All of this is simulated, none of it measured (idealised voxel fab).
Proc. module: voxel tone inversion
Each square cell in cross-section cut measures 5 nm, and the section as a whole is 210 nm wide.
Format of a cross-section: grid, square cells. Given as bands. Order: top down. Band: one or more rows of cells. Band: top and bottom heights (nm) first, top before bottom; then materials from left to right, widths in nm. "everywhere" marks a sole material filling the band edge to edge. "blank" denotes empty space. Measure heights from 0. That's the level where, below it, the as-received wafer is all one material. The lowest band is bottomless and extends downward; write it as in "top 0, no bottom". Top row gets the first number, bottom row gets the second, and each row in between changes by the same step: that is how a band width like "30..40" works. The cross-section has no changed cell in any step marked "no change occurred". "Unvented cavities" - sealed voids, min. 8 cells, no opening to top; format: width x height at distance (distance from left edge; nm throughout). On each step's line, the part that comes after the settings is the simulator's own comment on the step. The line of a step may include "overlay nm". On a step with a mask, this value is how far to the right of its planned place the mask lay. A negative value means the mask lay to the left.

## The planned process steps are enumerated hereunder
| 1 | RECEIVE, material Si |
| 2 | CONFORMAL_DEP, material SiCN, thk nm 5 |
| 3 | DIRECTIONAL_DEP, material aC, thk nm 15 |
| 4 | PATTERN, tone cover, mask id POSTS, material resist, width nm 15, pitch nm 30, thk nm 25, overlay nm 0 |
| 5 | DIRECTIONAL_ETCH, etch materials aC, depth nm 15 |
| 6 | STRIP, etch materials resist |
| 7 | FILL_DEP, material lowk, thk nm 10 |
| 8 | CMP, height nm 25 |
| 9 | STRIP, etch materials aC |
Keep in mind the plan's value for the thk nm of step 2 comes from the first wafer; the wafers don't share that setting, but they do share the same starting point.

## Cross-section: the first of several wafers in its as-received state, i.e. following step 1
	top 0, no bottom: Si everywhere
	Unvented cavities: none

## Per wafer, end of module: cells gained (+) or lost (-) per material since receipt, then closed voids
thk nm 5, +42 SiCN, +18 aC, +150 lowk, Unvented cavities: none
thk nm 10, +84 SiCN, +108 lowk, Unvented cavities: none
thk nm 15, +126 SiCN, +72 lowk, Unvented cavities: none
thk nm 20, +168 SiCN, +36 lowk, Unvented cavities: none
thk nm 25, +210 SiCN, Unvented cavities: none
